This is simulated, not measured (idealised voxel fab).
Process module name: voxel self aligned contacts
Section cut is 300 nm wide and gridded with 5 nm square cells.
Format of a cross-section: grid, square cells. Given as bands. Order: top down. Band: one or more rows of cells.
Read a band's entry like this: the first values are the height of its top and the height of its bottom in nm, and what follows is the sequence of materials from left to right, each with its width in nm. Note that "air" is empty space, and that a single material marked "full width" reaches across the band from edge to edge.
Basically, 0 is our baseline, since under it the wafer straight out of the box is all one material. The bottom band has no lower end and keeps on going down, so it looks like "0 nm and below".
Width: "30..40" (first number = top row, second number = bottom row, same change from row to row of cells).
Where the words "no change occurred" appear for a step, the cross-section shows no cell changed by that step; every cell remained as before.
The list in "Voids, fully enclosed" covers empty spaces of 8 cells or more that cannot reach the top through any open way, and it gives each as width x height at distance; the distance is from the left edge, and width, height and distance are in nm.
Where a step's line continues beyond its settings, the continuation is a remark by the simulator itself on that step.
The setting "overlay nm" may be written on the line of a step. When the step uses a mask, the value reports how far to the right of the planned place the mask lay, and a negative value reports that it lay to the left.

These are the steps we planned for the process
1) op RECEIVE | material Si
2) op OXIDIZE | depth nm 5
3) op DIRECTIONAL_DEP | material polySi | thk nm 30
4) op DIRECTIONAL_DEP | material SiN | thk nm 20
5) op DIRECTIONAL_DEP | material aC | thk nm 10
6) op PATTERN | tone cover | mask id GATE | material resist | width nm 30 | pitch nm 65 | thk nm 30 | overlay nm 0
7) op DIRECTIONAL_ETCH | etch materials aC | depth nm 10
8) op STRIP | etch materials resist
9) op DIRECTIONAL_ETCH | etch materials SiN | depth nm 20
10) op DIRECTIONAL_ETCH | etch materials polySi | depth nm 30
11) op STRIP | etch materials aC
12) op CONFORMAL_DEP | material SiN | thk nm 5
13) op DIRECTIONAL_ETCH | etch materials SiN | depth nm 5
14) op FILL_DEP | material SiO2 | thk nm 10
15) op CMP | height nm 55
16) op MASKED_ETCH | tone open | mask id CONTACT | width nm 45 | pitch nm 65 | etch materials SiO2 | depth nm 60 | overlay nm -15
17) op CONFORMAL_DEP | material TiN | thk nm 5
18) op FILL_DEP | material Ru | thk nm 10
19) op CMP | height nm 55
20) op CONFORMAL_DEP | material SiN | thk nm 5
Keep in mind the plan's value for the overlay nm of step 16 comes from the first wafer; the wafers don't share that setting, but they do share the same starting point.

Step 1 complete: as-received cross-section of the first of several wafers
- 0 nm and below: Si full width
- Voids, fully enclosed: none

Shown in cross-section: the first of several wafers at the end of the module, after its last step, step 20
- 60 nm to 55 nm: SiN full width
- 55 nm to 50 nm: 80 of SiO2, then 30 of TiN, then 10 of Ru, then 5 of TiN, then 20 of SiO2, then 30 of TiN, then 10 of Ru, then 5 of TiN, then 110 of SiO2
- 50 nm to 30 nm: 65 of SiO2, then 40 of SiN, then 5 of TiN, then 10 of Ru, then 5 of TiN, then 5 of SiO2, then 40 of SiN, then 5 of TiN, then 10 of Ru, then 5 of TiN, then 5 of SiO2, then 40 of SiN, then 65 of SiO2
- 30 nm to 0 nm: 65 of SiO2, then 5 of SiN, then 30 of polySi, then 5 of SiN, then 5 of TiN, then 10 of Ru, then 5 of TiN, then 5 of SiO2, then 5 of SiN, then 30 of polySi, then 5 of SiN, then 5 of TiN, then 10 of Ru, then 5 of TiN, then 5 of SiO2, then 5 of SiN, then 30 of polySi, then 5 of SiN, then 65 of SiO2
- 0 nm to -5 nm: 105 of SiO2, then 20 of TiN, then 45 of SiO2, then 20 of TiN, then 110 of SiO2
- -5 nm and below: Si full width
- Voids, fully enclosed: none

Cross-section at module completion, last wafer
- 60 nm to 55 nm: SiN full width
- 55 nm to 50 nm: 110 of SiO2, then 5 of TiN, then 10 of Ru, then 30 of TiN, then 20 of SiO2, then 5 of TiN, then 10 of Ru, then 30 of TiN, then 80 of SiO2
- 50 nm to 30 nm: 65 of SiO2, then 40 of SiN, then 5 of SiO2, then 5 of TiN, then 10 of Ru, then 5 of TiN, then 40 of SiN, then 5 of SiO2, then 5 of TiN, then 10 of Ru, then 5 of TiN, then 40 of SiN, then 65 of SiO2
- 30 nm to 0 nm: 65 of SiO2, then 5 of SiN, then 30 of polySi, then 5 of SiN, then 5 of SiO2, then 5 of TiN, then 10 of Ru, then 5 of TiN, then 5 of SiN, then 30 of polySi, then 5 of SiN, then 5 of SiO2, then 5 of TiN, then 10 of Ru, then 5 of TiN, then 5 of SiN, then 30 of polySi, then 5 of SiN, then 65 of SiO2
- 0 nm to -5 nm: 110 of SiO2, then 20 of TiN, then 45 of SiO2, then 20 of TiN, then 105 of SiO2
- -5 nm and below: Si full width
- Voids, fully enclosed: none

The rows of the table below are wafers. Looking at the end of the module, a row counts, for every material, the cells the wafer has gained, shown as (+), or lost, shown as (-), since it was received; its closed voids come next
overlay nm -15 | +44 Ru | -60 Si | +192 SiN | +374 SiO2 | +62 TiN | +108 polySi | Voids, fully enclosed: none
overlay nm -10 | +66 Ru | -60 Si | +192 SiN | +352 SiO2 | +62 TiN | +108 polySi | Voids, fully enclosed: none
overlay nm -5 | +66 Ru | -60 Si | +192 SiN | +352 SiO2 | +62 TiN | +108 polySi | Voids, fully enclosed: none
overlay nm 0 | +66 Ru | -60 Si | +192 SiN | +352 SiO2 | +62 TiN | +108 polySi | Voids, fully enclosed: none
overlay nm 5 | +66 Ru | -60 Si | +192 SiN | +352 SiO2 | +62 TiN | +108 polySi | Voids, fully enclosed: none
overlay nm 10 | +66 Ru | -60 Si | +192 SiN | +352 SiO2 | +62 TiN | +108 polySi | Voids, fully enclosed: none
overlay nm 15 | +44 Ru | -60 Si | +192 SiN | +374 SiO2 | +62 TiN | +108 polySi | Voids, fully enclosed: none
